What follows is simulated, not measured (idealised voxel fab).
The process module presented herein is designated voxel lift off.
265 nm wide, 5 nm square cells: that's cross-section cut.
In what follows, cross-sections appear as grids of square cells, described through bands that run from the top down, where every band is one or more rows of cells. Basically the band line says how high the top is and how high the bottom is, in nm, and then what's in it from left to right, every material with its width in nm. Empty space shows up as "blank", and if a single material carries "full width" it runs the full band edge to edge. Beneath 0, the wafer as received is one material, and that level is where height counting begins. The lowest band goes on downward without a bottom; it is written like "z 0 and below". Width "30..40": first value at the band's top row of cells, second value at its bottom row, equal change from row to row. Where the words "nothing changed" appear for a step, the cross-section shows no cell changed by that step; every cell remained as before. "Sealed voids": empty spaces of 8 cells or more with no open way to the top, each given as width x height at distance, distance from the left edge, all in nm. Read whatever lies past the settings on a step's line as the simulator's own remark about the step. The line of a step may include "overlay nm". On a step with a mask, this value is how far to the right of its planned place the mask lay. A negative value means the mask lay to the left.
Plan
1 op RECEIVE | material Si
2 op CONFORMAL_DEP | material SiO2 | thk nm 5
3 op PATTERN | tone open | mask id LINES | material resist | width nm 20 | pitch nm 50 | thk nm 30 | overlay nm 0
4 op DIRECTIONAL_DEP | material Ru | thk nm 15
5 op STRIP | etch materials resist
6 op CONFORMAL_DEP | material SiO2 | thk nm 5
Cross-section: wafer on arrival = after step 1
	z 0 and below | Si full width
	Sealed voids: none
End-of-module XS, first of two wafers, run as planned
	z 25 to 20 | 90 nm blank; 30 nm SiO2; 20 nm blank; 30 nm SiO2; 95 nm blank
	z 20 to 10 | 90 nm blank; 5 nm SiO2; 20 nm Ru; 5 nm SiO2; 20 nm blank; 5 nm SiO2; 20 nm Ru; 5 nm SiO2; 95 nm blank
	z 10 to 5 | 95 nm SiO2; 20 nm Ru; 30 nm SiO2; 20 nm Ru; 100 nm SiO2
	z 5 to 0 | SiO2 full width
	z 0 and below | Si full width
	Sealed voids: none
Presented here is a cross-section of the second of the two wafers as it stood at the end of the module. It was started in the same manner and assigned the same plan as the first wafer; however, one mistake was made in its execution
	z 25 to 20 | 90 nm blank; 35 nm SiO2; 15 nm blank; 35 nm SiO2; 90 nm blank
	z 20 to 10 | 90 nm blank; 5 nm SiO2; 25 nm Ru; 5 nm SiO2; 15 nm blank; 5 nm SiO2; 25 nm Ru; 5 nm SiO2; 90 nm blank
	z 10 to 5 | 95 nm SiO2; 25 nm Ru; 25 nm SiO2; 25 nm Ru; 95 nm SiO2
	z 5 to 0 | SiO2 full width
	z 0 and below | Si full width
	Sealed voids: none
Misprocessing identified: step 3 deviated from plan and actually ran as op PATTERN | tone open | mask id LINES | material resist | width nm 25 | pitch nm 50 | thk nm 30 | overlay nm 0
Upon completion, the second wafer contains, in terms of cells, a greater or smaller amount of certain materials than the first wafer: Ru +6
